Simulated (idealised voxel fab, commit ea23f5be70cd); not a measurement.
This is a process module. Its name is voxel self aligned contacts.
FYI the section here is cut, 220 nm wide, cells are 5 nm squares.
For the purposes of this document, a cross-section shall be understood as a grid of square cells, specified as bands listed in top-to-bottom order, each band consisting of one or more rows of cells. This entry defines a band. It first specifies the height of the band's top and the height of its bottom in nm, and then specifies the band's materials from left to right, stating each material with its width in nm. The word "edge to edge" identifies a single material that fills the band from edge to edge, while the word "empty" identifies empty space. Note: height 0 marks the level under which the wafer is uniformly one material as received. Lowest band unbounded below, written "0 down". You'd read "30->40" like this: the band's top row of cells is as wide as the first number, its bottom row is as wide as the second, and going down, every row changes width by the same amount as the row before did. Reading "no modifications" for a step: not a cell of the cross-section changed in it. Voids not open to the top, 8 cells minimum: see "Trapped cavities". Written width x height at distance; distance is from the left edge; nm. That trailing text on a step's line, after the settings, is the simulator's own remark on the step. Regarding "overlay nm": on a step with a mask, it is the distance the mask lay to the right of its planned place; a negative value places it to the left.
Process steps foreseen in the plan
1,RECEIVE with material Si
2,CONFORMAL_DEP with material SiO2, thk nm 5
3,DIRECTIONAL_DEP with material polySi, thk nm 25
4,DIRECTIONAL_DEP with material SiN, thk nm 15
5,MASKED_ETCH with tone cover, mask id GATE, width nm 35, pitch nm 70, etch materials SiN, depth nm 15, overlay nm 0
6,MASKED_ETCH with tone cover, mask id GATE, width nm 35, pitch nm 70, etch materials polySi, depth nm 25, overlay nm 0
7,CONFORMAL_DEP with material SiN, thk nm 5
8,DIRECTIONAL_ETCH with etch materials SiN, depth nm 5
9,FILL_DEP with material SiO2, thk nm 10
10,CMP with height nm 50
11,PATTERN with tone open, mask id CONTACT, material resist, width nm 45, thk nm 15, overlay nm 0
12,DIRECTIONAL_ETCH with etch materials SiO2, depth nm 50
13,STRIP with etch materials resist
14,CONFORMAL_DEP with material TiN, thk nm 5
15,FILL_DEP with material Ru, thk nm 10
16,CMP with height nm 50
17,CONFORMAL_DEP with material SiN, thk nm 5
Incoming wafer, cross-sectional view, post step 1
- 0 down = Si edge to edge
- Trapped cavities: none
Cross-section at module end, one run error; start and plan unchanged from above
- 55 to 50 = SiN edge to edge
- 50 to 45 = SiO2: 90, then TiN: 10, then Ru: 15, then TiN: 20, then SiO2: 85
- 45 to 30 = SiO2: 50, then SiN: 45, then TiN: 5, then Ru: 15, then TiN: 5, then SiN: 45, then SiO2: 55
- 30 to 5 = SiO2: 50, then SiN: 5, then polySi: 35, then SiN: 5, then TiN: 5, then Ru: 15, then TiN: 5, then SiN: 5, then polySi: 35, then SiN: 5, then SiO2: 55
- 5 to 0 = SiO2: 95, then TiN: 25, then SiO2: 100
- 0 down = Si edge to edge
- Trapped cavities: none
It is concluded that the wafer was processed incorrectly with respect to the plan, in that contrary to plan, step 11 was performed as PATTERN with tone open, mask id CONTACT, material resist, width nm 45, thk nm 15, overlay nm 5
